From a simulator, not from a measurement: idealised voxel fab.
This section sets out a process module, namely voxel transistor to metal.
Displayed cross-section: cut, width of 195 nm, square cells sized 5 nm.
In this document a cross-section is written as a grid of square cells. It is given as a series of bands, listed from the top down, and a band is one or more rows of cells.
Heights first: top, then bottom, in nm. Then materials, left to right, each with a width in nm. "all across" on a single material: fills the band edge to edge. "blank": empty space.
Counting heights begins at 0, where everything beneath is, in the wafer as received, one material. The lowest band has no bottom; it goes on downwards, as "0 -> down" shows.
Graded width ("30 to 40"): value in top row of band = first number; value in bottom row = second number; row-to-row change constant.
Step marked "no change"? Then no cell in the cross-section changed in it.
Empty spaces counting at least 8 cells and having no open way to the top are listed in "Fully enclosed voids". The notation width x height at distance is used for each, the distance being from the left edge and all three values in nm.
Where a step's line continues beyond its settings, the continuation is a remark by the simulator itself on that step.
The optional step-line setting "overlay nm" applies to steps with a mask and quantifies how far to the right of its planned location the mask lay, a negative value indicating leftward placement.
-- This section lists the process steps that were planned
step 1: RECEIVE, material Si
step 2: CONFORMAL_DEP, material SiO2, thk nm 5
step 3: CONFORMAL_DEP, material SiN, thk nm 15
step 4: DIRECTIONAL_DEP, material aC, thk nm 15
step 5: PATTERN, tone cover, mask id ACTIVE, material resist, width nm 95, thk nm 30, overlay nm 0
step 6: DIRECTIONAL_ETCH, etch materials aC, depth nm 15
step 7: STRIP, etch materials resist
step 8: DIRECTIONAL_ETCH, etch materials SiN, depth nm 15
step 9: DIRECTIONAL_ETCH, etch materials SiO2, depth nm 5
step 10: DIRECTIONAL_ETCH, etch materials Si, depth nm 25
step 11: STRIP, etch materials aC
step 12: OXIDIZE, depth nm 5
step 13: FILL_DEP, material SiO2, thk nm 10
step 14: CMP, height nm 20
step 15: SELECTIVE_ETCH, etch materials SiO2, depth nm 15
step 16: STRIP, etch materials SiN
step 17: SELECTIVE_ETCH, etch materials SiO2, depth nm 5
step 18: OXIDIZE, depth nm 5
step 19: DIRECTIONAL_DEP, material polySi, thk nm 30
step 20: DIRECTIONAL_DEP, material SiCN, thk nm 10
step 21: MASKED_ETCH, tone cover, mask id GATE, width nm 25, etch materials SiCN, depth nm 20, overlay nm 0
step 22: MASKED_ETCH, tone cover, mask id GATE, width nm 25, etch materials polySi, depth nm 40, overlay nm 0
step 23: CONFORMAL_DEP, material SiO2, thk nm 5
step 24: DIRECTIONAL_ETCH, etch materials SiO2, depth nm 5
step 25: CONFORMAL_DEP, material SiN, thk nm 10
step 26: DIRECTIONAL_ETCH, etch materials SiN, depth nm 10
step 27: DIRECTIONAL_ETCH, etch materials SiO2, depth nm 5
step 28: DIRECTIONAL_ETCH, etch materials Si, depth nm 10
step 29: EPI, material SiGe, thk nm 10
step 30: FILL_DEP, material SiO2, thk nm 5
step 31: CMP, height nm 40
step 32: DIRECTIONAL_DEP, material SiO2, thk nm 15
step 33: DIRECTIONAL_DEP, material aC, thk nm 10
step 34: PATTERN, tone open, mask id CONTACT, material resist, width nm 15, pitch nm 70, thk nm 25, overlay nm 0
step 35: DIRECTIONAL_ETCH, etch materials aC, depth nm 10
step 36: STRIP, etch materials resist
step 37: DIRECTIONAL_ETCH, etch materials SiO2, depth nm 60
step 38: STRIP, etch materials aC
step 39: CONFORMAL_DEP, material TiN, thk nm 5
step 40: FILL_DEP, material Ru, thk nm 5
step 41: CMP, height nm 55
step 42: CONFORMAL_DEP, material SiN, thk nm 5
step 43: DIRECTIONAL_DEP, material lowk, thk nm 20
step 44: PATTERN, tone open, mask id METAL_1, material resist, width nm 15, pitch nm 70, thk nm 20, overlay nm 0
step 45: DIRECTIONAL_ETCH, etch materials lowk, depth nm 20
step 46: DIRECTIONAL_ETCH, etch materials SiN, depth nm 5
step 47: STRIP, etch materials resist
step 48: CONFORMAL_DEP, material TiN, thk nm 5
step 49: FILL_DEP, material W, thk nm 10
step 50: CMP, height nm 80
step 51: CONFORMAL_DEP, material SiCN, thk nm 5
step 52: DIRECTIONAL_DEP, material lowk, thk nm 35
step 53: PATTERN, tone open, mask id METAL_2, material resist, width nm 15, pitch nm 70, thk nm 15, overlay nm 0
step 54: DIRECTIONAL_ETCH, etch materials lowk, depth nm 20
step 55: STRIP, etch materials resist
step 56: PATTERN, tone open, mask id METAL_2_HOLES, material resist, width nm 15, pitch nm 70, thk nm 20, overlay nm 0
step 57: DIRECTIONAL_ETCH, etch materials lowk, depth nm 15
step 58: DIRECTIONAL_ETCH, etch materials SiCN, depth nm 5
step 59: STRIP, etch materials resist
step 60: CONFORMAL_DEP, material TiN, thk nm 5
step 61: FILL_DEP, material Cu, thk nm 5
step 62: CMP, height nm 120
step 63: CONFORMAL_DEP, material SiCN, thk nm 5
-- Run as planned: first of two wafers
-- Wafer at receipt (post step 1), cross-section
> 0 -> down = Si all across
> Fully enclosed voids: none
-- Step 2 complete: cross-section through the wafer
> 5 -> 0 = SiO2 all across
> Below 0, the layers are the same as they were.
-- Step 3 complete: cross-section through the wafer
> 20 -> 5 = SiN all across
> Below 5, the layers are the same as they were.
-- Step 4 complete: cross-section through the wafer
> 35 -> 20 = aC all across
> Below 20, the layers are the same as they were.
-- Step 5 complete: cross-section through the wafer
> 65 -> 35 = blank 50, then resist 95, then blank 50
> Below 35, the layers are the same as they were.
-- Step 6 complete: cross-section through the wafer
> 50 -> 35 = blank 50, then resist 95, then blank 50
> 35 -> 20 = blank 50, then aC 95, then blank 50
> Below 20, the layers are the same as they were.
-- Step 7 complete: cross-section through the wafer
> 35 -> 20 = blank 50, then aC 95, then blank 50
> Below 20, the layers are the same as they were.
-- Step 8 complete: cross-section through the wafer
> 35 -> 20 = blank 50, then aC 95, then blank 50
> 20 -> 5 = blank 50, then SiN 95, then blank 50
> Below 5, the layers are the same as they were.
-- Step 9 complete: cross-section through the wafer
> 35 -> 20 = blank 50, then aC 95, then blank 50
> 20 -> 5 = blank 50, then SiN 95, then blank 50
> 5 -> 0 = blank 50, then SiO2 95, then blank 50
> Below 0, the layers are the same as they were.
-- Step 10 complete: cross-section through the wafer
> 35 -> 20 = blank 50, then aC 95, then blank 50
> 20 -> 5 = blank 50, then SiN 95, then blank 50
> 5 -> 0 = blank 50, then SiO2 95, then blank 50
> 0 -> -25 = blank 50, then Si 95, then blank 50
> Below -25, the layers are the same as they were.
-- Step 11 complete: cross-section through the wafer
> 20 -> 5 = blank 50, then SiN 95, then blank 50
> Below 5, the layers are the same as they were.
-- Step 12 complete: cross-section through the wafer
> 20 -> 5 = blank 50, then SiN 95, then blank 50
> 5 -> 0 = blank 50, then SiO2 95, then blank 50
> 0 -> -25 = blank 50, then SiO2 5, then Si 85, then SiO2 5, then blank 50
> -25 -> -30 = SiO2 55, then Si 85, then SiO2 55
> Below -30, the layers are the same as they were.
-- Step 13 complete: cross-section through the wafer
> 30 -> 20 = SiO2 all across
> 20 -> 5 = SiO2 50, then SiN 95, then SiO2 50
> 5 -> 0 = SiO2 all across
> 0 -> -30 = SiO2 55, then Si 85, then SiO2 55
> Below -30, the layers are the same as they were.
-- Step 14 complete: cross-section through the wafer
> 20 -> 5 = SiO2 50, then SiN 95, then SiO2 50
> Below 5, the layers are the same as they were.
-- Step 15 complete: cross-section through the wafer
> 20 -> 5 = blank 50, then SiN 95, then blank 50
> Below 5, the layers are the same as they were.
-- Step 16 complete: cross-section through the wafer
> 5 -> 0 = SiO2 all across
> Below 0, the layers are the same as they were.
-- Step 17 complete: cross-section through the wafer
> 0 -> -30 = SiO2 55, then Si 85, then SiO2 55
> Below -30, the layers are the same as they were.
-- Step 18 complete: cross-section through the wafer
> 0 -> -5 = SiO2 all across
> Below -5, the layers are the same as they were.
-- Step 19 complete: cross-section through the wafer
> 30 -> 0 = polySi all across
> Below 0, the layers are the same as they were.
-- Step 20 complete: cross-section through the wafer
> 40 -> 30 = SiCN all across
> Below 30, the layers are the same as they were.
-- Step 21 complete: cross-section through the wafer
> 40 -> 30 = blank 85, then SiCN 25, then blank 85
> Below 30, the layers are the same as they were.
-- Step 22 complete: cross-section through the wafer
> 40 -> 30 = blank 85, then SiCN 25, then blank 85
> 30 -> 0 = blank 85, then polySi 25, then blank 85
> Below 0, the layers are the same as they were.
-- Step 23 complete: cross-section through the wafer
> 45 -> 40 = blank 80, then SiO2 35, then blank 80
> 40 -> 30 = blank 80, then SiO2 5, then SiCN 25, then SiO2 5, then blank 80
> 30 -> 5 = blank 80, then SiO2 5, then polySi 25, then SiO2 5, then blank 80
> 5 -> 0 = SiO2 85, then polySi 25, then SiO2 85
> Below 0, the layers are the same as they were.
-- Step 24 complete: cross-section through the wafer
> 40 -> 30 = blank 80, then SiO2 5, then SiCN 25, then SiO2 5, then blank 80
> 30 -> 0 = blank 80, then SiO2 5, then polySi 25, then SiO2 5, then blank 80
> Below 0, the layers are the same as they were.
-- Step 25 complete: cross-section through the wafer
> 50 -> 40 = blank 70, then SiN 55, then blank 70
> 40 -> 30 = blank 70, then SiN 10, then SiO2 5, then SiCN 25, then SiO2 5, then SiN 10, then blank 70
> 30 -> 10 = blank 70, then SiN 10, then SiO2 5, then polySi 25, then SiO2 5, then SiN 10, then blank 70
> 10 -> 0 = SiN 80, then SiO2 5, then polySi 25, then SiO2 5, then SiN 80
> Below 0, the layers are the same as they were.
-- Step 26 complete: cross-section through the wafer
> 40 -> 30 = blank 70, then SiN 10, then SiO2 5, then SiCN 25, then SiO2 5, then SiN 10, then blank 70
> 30 -> 0 = blank 70, then SiN 10, then SiO2 5, then polySi 25, then SiO2 5, then SiN 10, then blank 70
> Below 0, the layers are the same as they were.
-- Step 27 complete: cross-section through the wafer
> 40 -> 35 = blank 70, then SiN 10, then blank 5, then SiCN 25, then blank 5, then SiN 10, then blank 70
> 35 -> 30 = blank 70, then SiN 10, then SiO2 5, then SiCN 25, then SiO2 5, then SiN 10, then blank 70
> 30 -> 0 = blank 70, then SiN 10, then SiO2 5, then polySi 25, then SiO2 5, then SiN 10, then blank 70
> 0 -> -5 = blank 70, then SiO2 55, then blank 70
> Below -5, the layers are the same as they were.
-- Step 28 complete: cross-section through the wafer
> 40 -> 35 = blank 70, then SiN 10, then blank 5, then SiCN 25, then blank 5, then SiN 10, then blank 70
> 35 -> 30 = blank 70, then SiN 10, then SiO2 5, then SiCN 25, then SiO2 5, then SiN 10, then blank 70
> 30 -> 0 = blank 70, then SiN 10, then SiO2 5, then polySi 25, then SiO2 5, then SiN 10, then blank 70
> 0 -> -5 = blank 70, then SiO2 55, then blank 70
> -5 -> -15 = SiO2 55, then blank 15, then Si 55, then blank 15, then SiO2 55
> Below -15, the layers are the same as they were.
-- Step 29 complete: cross-section through the wafer
> 40 -> 35 = blank 70, then SiN 10, then blank 5, then SiCN 25, then blank 5, then SiN 10, then blank 70
> 35 -> 30 = blank 70, then SiN 10, then SiO2 5, then SiCN 25, then SiO2 5, then SiN 10, then blank 70
> 30 -> 5 = blank 70, then SiN 10, then SiO2 5, then polySi 25, then SiO2 5, then SiN 10, then blank 70
> 5 -> 0 = blank 60, then SiGe 10, then SiN 10, then SiO2 5, then polySi 25, then SiO2 5, then SiN 10, then SiGe 10, then blank 60
> 0 -> -5 = blank 60, then SiGe 10, then SiO2 55, then SiGe 10, then blank 60
> -5 -> -15 = SiO2 55, then SiGe 15, then Si 55, then SiGe 15, then SiO2 55
> Below -15, the layers are the same as they were.
-- Step 30 complete: cross-section through the wafer
> 45 -> 40 = SiO2 all across
> 40 -> 30 = SiO2 70, then SiN 10, then SiO2 5, then SiCN 25, then SiO2 5, then SiN 10, then SiO2 70
> 30 -> 5 = SiO2 70, then SiN 10, then SiO2 5, then polySi 25, then SiO2 5, then SiN 10, then SiO2 70
> 5 -> 0 = SiO2 60, then SiGe 10, then SiN 10, then SiO2 5, then polySi 25, then SiO2 5, then SiN 10, then SiGe 10, then SiO2 60
> 0 -> -5 = SiO2 60, then SiGe 10, then SiO2 55, then SiGe 10, then SiO2 60
> Below -5, the layers are the same as they were.
-- Step 31 complete: cross-section through the wafer
> 40 -> 30 = SiO2 70, then SiN 10, then SiO2 5, then SiCN 25, then SiO2 5, then SiN 10, then SiO2 70
> Below 30, the layers are the same as they were.
-- Step 32 complete: cross-section through the wafer
> 55 -> 40 = SiO2 all across
> Below 40, the layers are the same as they were.
-- Step 33 complete: cross-section through the wafer
> 65 -> 55 = aC all across
> Below 55, the layers are the same as they were.
-- Step 34 complete: cross-section through the wafer
> 90 -> 65 = resist 55, then blank 15, then resist 55, then blank 15, then resist 55
> Below 65, the layers are the same as they were.
-- Step 35 complete: cross-section through the wafer
> 80 -> 65 = resist 55, then blank 15, then resist 55, then blank 15, then resist 55
> 65 -> 55 = aC 55, then blank 15, then aC 55, then blank 15, then aC 55
> Below 55, the layers are the same as they were.
-- Step 36 complete: cross-section through the wafer
> 65 -> 55 = aC 55, then blank 15, then aC 55, then blank 15, then aC 55
> Below 55, the layers are the same as they were.
-- Step 37 complete: cross-section through the wafer
> 65 -> 55 = aC 55, then blank 15, then aC 55, then blank 15, then aC 55
> 55 -> 40 = SiO2 55, then blank 15, then SiO2 55, then blank 15, then SiO2 55
> 40 -> 30 = SiO2 55, then blank 15, then SiN 10, then SiO2 5, then SiCN 25, then SiO2 5, then SiN 10, then blank 15, then SiO2 55
> 30 -> 5 = SiO2 55, then blank 15, then SiN 10, then SiO2 5, then polySi 25, then SiO2 5, then SiN 10, then blank 15, then SiO2 55
> 5 -> 0 = SiO2 55, then blank 5, then SiGe 10, then SiN 10, then SiO2 5, then polySi 25, then SiO2 5, then SiN 10, then SiGe 10, then blank 5, then SiO2 55
> 0 -> -5 = SiO2 55, then blank 5, then SiGe 10, then SiO2 55, then SiGe 10, then blank 5, then SiO2 55
> Below -5, the layers are the same as they were.
-- Step 38 complete: cross-section through the wafer
> 55 -> 40 = SiO2 55, then blank 15, then SiO2 55, then blank 15, then SiO2 55
> Below 40, the layers are the same as they were.
-- Step 39 complete: cross-section through the wafer
> 60 -> 55 = TiN 60, then blank 5, then TiN 65, then blank 5, then TiN 60
> 55 -> 40 = SiO2 55, then TiN 5, then blank 5, then TiN 5, then SiO2 55, then TiN 5, then blank 5, then TiN 5, then SiO2 55
> 40 -> 30 = SiO2 55, then TiN 5, then blank 5, then TiN 5, then SiN 10, then SiO2 5, then SiCN 25, then SiO2 5, then SiN 10, then TiN 5, then blank 5, then TiN 5, then SiO2 55
> 30 -> 10 = SiO2 55, then TiN 5, then blank 5, then TiN 5, then SiN 10, then SiO2 5, then polySi 25, then SiO2 5, then SiN 10, then TiN 5, then blank 5, then TiN 5, then SiO2 55
> 10 -> 5 = SiO2 55, then TiN 15, then SiN 10, then SiO2 5, then polySi 25, then SiO2 5, then SiN 10, then TiN 15, then SiO2 55
> 5 -> 0 = SiO2 55, then TiN 5, then SiGe 10, then SiN 10, then SiO2 5, then polySi 25, then SiO2 5, then SiN 10, then SiGe 10, then TiN 5, then SiO2 55
> 0 -> -5 = SiO2 55, then TiN 5, then SiGe 10, then SiO2 55, then SiGe 10, then TiN 5, then SiO2 55
> Below -5, the layers are the same as they were.
-- Step 40 complete: cross-section through the wafer
> 65 -> 60 = Ru all across
> 60 -> 55 = TiN 60, then Ru 5, then TiN 65, then Ru 5, then TiN 60
> 55 -> 40 = SiO2 55, then TiN 5, then Ru 5, then TiN 5, then SiO2 55, then TiN 5, then Ru 5, then TiN 5, then SiO2 55
> 40 -> 30 = SiO2 55, then TiN 5, then Ru 5, then TiN 5, then SiN 10, then SiO2 5, then SiCN 25, then SiO2 5, then SiN 10, then TiN 5, then Ru 5, then TiN 5, then SiO2 55
> 30 -> 10 = SiO2 55, then TiN 5, then Ru 5, then TiN 5, then SiN 10, then SiO2 5, then polySi 25, then SiO2 5, then SiN 10, then TiN 5, then Ru 5, then TiN 5, then SiO2 55
> Below 10, the layers are the same as they were.
-- Step 41 complete: cross-section through the wafer
> 55 -> 40 = SiO2 55, then TiN 5, then Ru 5, then TiN 5, then SiO2 55, then TiN 5, then Ru 5, then TiN 5, then SiO2 55
> Below 40, the layers are the same as they were.
-- Step 42 complete: cross-section through the wafer
> 60 -> 55 = SiN all across
> Below 55, the layers are the same as they were.
-- Step 43 complete: cross-section through the wafer
> 80 -> 60 = lowk all across
> Below 60, the layers are the same as they were.
-- Step 44 complete: cross-section through the wafer
> 100 -> 80 = resist 55, then blank 15, then resist 55, then blank 15, then resist 55
> Below 80, the layers are the same as they were.
-- Step 45 complete: cross-section through the wafer
> 100 -> 80 = resist 55, then blank 15, then resist 55, then blank 15, then resist 55
> 80 -> 60 = lowk 55, then blank 15, then lowk 55, then blank 15, then lowk 55
> Below 60, the layers are the same as they were.
-- Step 46 complete: cross-section through the wafer
> 100 -> 80 = resist 55, then blank 15, then resist 55, then blank 15, then resist 55
> 80 -> 60 = lowk 55, then blank 15, then lowk 55, then blank 15, then lowk 55
> 60 -> 55 = SiN 55, then blank 15, then SiN 55, then blank 15, then SiN 55
> Below 55, the layers are the same as they were.
-- Step 47 complete: cross-section through the wafer
> 80 -> 60 = lowk 55, then blank 15, then lowk 55, then blank 15, then lowk 55
> Below 60, the layers are the same as they were.
-- Step 48 complete: cross-section through the wafer
> 85 -> 80 = TiN 60, then blank 5, then TiN 65, then blank 5, then TiN 60
> 80 -> 60 = lowk 55, then TiN 5, then blank 5, then TiN 5, then lowk 55, then TiN 5, then blank 5, then TiN 5, then lowk 55
> 60 -> 55 = SiN 55, then TiN 15, then SiN 55, then TiN 15, then SiN 55
> Below 55, the layers are the same as they were.
-- Step 49 complete: cross-section through the wafer
> 95 -> 85 = W all across
> 85 -> 80 = TiN 60, then W 5, then TiN 65, then W 5, then TiN 60
> 80 -> 60 = lowk 55, then TiN 5, then W 5, then TiN 5, then lowk 55, then TiN 5, then W 5, then TiN 5, then lowk 55
> Below 60, the layers are the same as they were.
-- Step 50 complete: cross-section through the wafer
> 80 -> 60 = lowk 55, then TiN 5, then W 5, then TiN 5, then lowk 55, then TiN 5, then W 5, then TiN 5, then lowk 55
> Below 60, the layers are the same as they were.
-- Step 51 complete: cross-section through the wafer
> 85 -> 80 = SiCN all across
> Below 80, the layers are the same as they were.
-- Step 52 complete: cross-section through the wafer
> 120 -> 85 = lowk all across
> Below 85, the layers are the same as they were.
-- Step 53 complete: cross-section through the wafer
> 135 -> 120 = resist 55, then blank 15, then resist 55, then blank 15, then resist 55
> Below 120, the layers are the same as they were.
-- Step 54 complete: cross-section through the wafer
> 135 -> 120 = resist 55, then blank 15, then resist 55, then blank 15, then resist 55
> 120 -> 100 = lowk 55, then blank 15, then lowk 55, then blank 15, then lowk 55
> Below 100, the layers are the same as they were.
-- Step 55 complete: cross-section through the wafer
> 120 -> 100 = lowk 55, then blank 15, then lowk 55, then blank 15, then lowk 55
> Below 100, the layers are the same as they were.
-- Step 56 complete: cross-section through the wafer
> 140 -> 120 = resist 55, then blank 15, then resist 55, then blank 15, then resist 55
> Below 120, the layers are the same as they were.
-- Step 57 complete: cross-section through the wafer
> 140 -> 120 = resist 55, then blank 15, then resist 55, then blank 15, then resist 55
> 120 -> 85 = lowk 55, then blank 15, then lowk 55, then blank 15, then lowk 55
> Below 85, the layers are the same as they were.
-- Step 58 complete: cross-section through the wafer
> 140 -> 120 = resist 55, then blank 15, then resist 55, then blank 15, then resist 55
> 120 -> 85 = lowk 55, then blank 15, then lowk 55, then blank 15, then lowk 55
> 85 -> 80 = SiCN 55, then blank 15, then SiCN 55, then blank 15, then SiCN 55
> Below 80, the layers are the same as they were.
-- Step 59 complete: cross-section through the wafer
> 120 -> 85 = lowk 55, then blank 15, then lowk 55, then blank 15, then lowk 55
> Below 85, the layers are the same as they were.
-- Step 60 complete: cross-section through the wafer
> 125 -> 120 = TiN 60, then blank 5, then TiN 65, then blank 5, then TiN 60
> 120 -> 85 = lowk 55, then TiN 5, then blank 5, then TiN 5, then lowk 55, then TiN 5, then blank 5, then TiN 5, then lowk 55
> 85 -> 80 = SiCN 55, then TiN 15, then SiCN 55, then TiN 15, then SiCN 55
> Below 80, the layers are the same as they were.
-- Step 61 complete: cross-section through the wafer
> 130 -> 125 = Cu all across
> 125 -> 120 = TiN 60, then Cu 5, then TiN 65, then Cu 5, then TiN 60
> 120 -> 85 = lowk 55, then TiN 5, then Cu 5, then TiN 5, then lowk 55, then TiN 5, then Cu 5, then TiN 5, then lowk 55
> Below 85, the layers are the same as they were.
-- Step 62 complete: cross-section through the wafer
> 120 -> 85 = lowk 55, then TiN 5, then Cu 5, then TiN 5, then lowk 55, then TiN 5, then Cu 5, then TiN 5, then lowk 55
> Below 85, the layers are the same as they were.
-- Step 63 complete: cross-section through the wafer
> 125 -> 120 = SiCN all across
> Below 120, the layers are the same as they were.
-- Second Wafer (Identical Start and Plan, One Processing Error; Matches First Wafer Through Step 43)
-- Second wafer cross-section, taken as of the time the plan sets for step 44 to be done
> 100 -> 80 = blank 55, then resist 15, then blank 55, then resist 15, then blank 55
> Below 80, the layers are the same as they were.
-- Second wafer cross-section, taken as of the time the plan sets for step 45 to be done
> 100 -> 80 = blank 55, then resist 15, then blank 55, then resist 15, then blank 55
> 80 -> 60 = blank 55, then lowk 15, then blank 55, then lowk 15, then blank 55
> Below 60, the layers are the same as they were.
-- Second wafer cross-section, taken as of the time the plan sets for step 46 to be done
> 100 -> 80 = blank 55, then resist 15, then blank 55, then resist 15, then blank 55
> 80 -> 60 = blank 55, then lowk 15, then blank 55, then lowk 15, then blank 55
> 60 -> 55 = blank 55, then SiN 15, then blank 55, then SiN 15, then blank 55
> Below 55, the layers are the same as they were.
-- Second wafer cross-section, taken as of the time the plan sets for step 47 to be done
> 80 -> 60 = blank 55, then lowk 15, then blank 55, then lowk 15, then blank 55
> Below 60, the layers are the same as they were.
-- Second wafer cross-section, taken as of the time the plan sets for step 48 to be done
> 85 -> 80 = blank 50, then TiN 25, then blank 45, then TiN 25, then blank 50
> 80 -> 60 = blank 50, then TiN 5, then lowk 15, then TiN 5, then blank 45, then TiN 5, then lowk 15, then TiN 5, then blank 50
> 60 -> 55 = TiN 55, then SiN 15, then TiN 55, then SiN 15, then TiN 55
> Below 55, the layers are the same as they were.
-- Second wafer cross-section, taken as of the time the plan sets for step 49 to be done
> 95 -> 85 = W all across
> 85 -> 80 = W 50, then TiN 25, then W 45, then TiN 25, then W 50
> 80 -> 60 = W 50, then TiN 5, then lowk 15, then TiN 5, then W 45, then TiN 5, then lowk 15, then TiN 5, then W 50
> Below 60, the layers are the same as they were.
-- Second wafer cross-section, taken as of the time the plan sets for step 50 to be done
> 80 -> 60 = W 50, then TiN 5, then lowk 15, then TiN 5, then W 45, then TiN 5, then lowk 15, then TiN 5, then W 50
> Below 60, the layers are the same as they were.
-- Second wafer cross-section, taken as of the time the plan sets for step 51 to be done
> 85 -> 80 = SiCN all across
> Below 80, the layers are the same as they were.
-- Second wafer cross-section, taken as of the time the plan sets for step 52 to be done
> 120 -> 85 = lowk all across
> Below 85, the layers are the same as they were.
-- Second wafer cross-section, taken as of the time the plan sets for step 53 to be done
> 135 -> 120 = resist 55, then blank 15, then resist 55, then blank 15, then resist 55
> Below 120, the layers are the same as they were.
-- Second wafer cross-section, taken as of the time the plan sets for step 54 to be done
> 135 -> 120 = resist 55, then blank 15, then resist 55, then blank 15, then resist 55
> 120 -> 100 = lowk 55, then blank 15, then lowk 55, then blank 15, then lowk 55
> Below 100, the layers are the same as they were.
-- Second wafer cross-section, taken as of the time the plan sets for step 55 to be done
> 120 -> 100 = lowk 55, then blank 15, then lowk 55, then blank 15, then lowk 55
> Below 100, the layers are the same as they were.
-- Second wafer cross-section, taken as of the time the plan sets for step 56 to be done
> 140 -> 120 = resist 55, then blank 15, then resist 55, then blank 15, then resist 55
> Below 120, the layers are the same as they were.
-- Second wafer cross-section, taken as of the time the plan sets for step 57 to be done
> 140 -> 120 = resist 55, then blank 15, then resist 55, then blank 15, then resist 55
> 120 -> 85 = lowk 55, then blank 15, then lowk 55, then blank 15, then lowk 55
> Below 85, the layers are the same as they were.
-- Second wafer cross-section, taken as of the time the plan sets for step 58 to be done
> 140 -> 120 = resist 55, then blank 15, then resist 55, then blank 15, then resist 55
> 120 -> 85 = lowk 55, then blank 15, then lowk 55, then blank 15, then lowk 55
> 85 -> 80 = SiCN 55, then blank 15, then SiCN 55, then blank 15, then SiCN 55
> Below 80, the layers are the same as they were.
-- Second wafer cross-section, taken as of the time the plan sets for step 59 to be done
> 120 -> 85 = lowk 55, then blank 15, then lowk 55, then blank 15, then lowk 55
> Below 85, the layers are the same as they were.
-- Second wafer cross-section, taken as of the time the plan sets for step 60 to be done
> 125 -> 120 = TiN 60, then blank 5, then TiN 65, then blank 5, then TiN 60
> 120 -> 85 = lowk 55, then TiN 5, then blank 5, then TiN 5, then lowk 55, then TiN 5, then blank 5, then TiN 5, then lowk 55
> 85 -> 80 = SiCN 55, then TiN 15, then SiCN 55, then TiN 15, then SiCN 55
> Below 80, the layers are the same as they were.
-- Second wafer cross-section, taken as of the time the plan sets for step 61 to be done
> 130 -> 125 = Cu all across
> 125 -> 120 = TiN 60, then Cu 5, then TiN 65, then Cu 5, then TiN 60
> 120 -> 85 = lowk 55, then TiN 5, then Cu 5, then TiN 5, then lowk 55, then TiN 5, then Cu 5, then TiN 5, then lowk 55
> Below 85, the layers are the same as they were.
-- Second wafer cross-section, taken as of the time the plan sets for step 62 to be done
> 120 -> 85 = lowk 55, then TiN 5, then Cu 5, then TiN 5, then lowk 55, then TiN 5, then Cu 5, then TiN 5, then lowk 55
> Below 85, the layers are the same as they were.
-- Second wafer cross-section, taken as of the time the plan sets for step 63 to be done
> 125 -> 120 = SiCN all across
> Below 120, the layers are the same as they were.
Deviation from plan: step 44 did not happen as planned, as run it was PATTERN, tone cover, mask id METAL_1, material resist, width nm 15, pitch nm 70, thk nm 20, overlay nm 0
Counted in cells at the end, the second wafer holds more or fewer of these materials than the first: SiN -27 | TiN +27 | W +108 | lowk -108
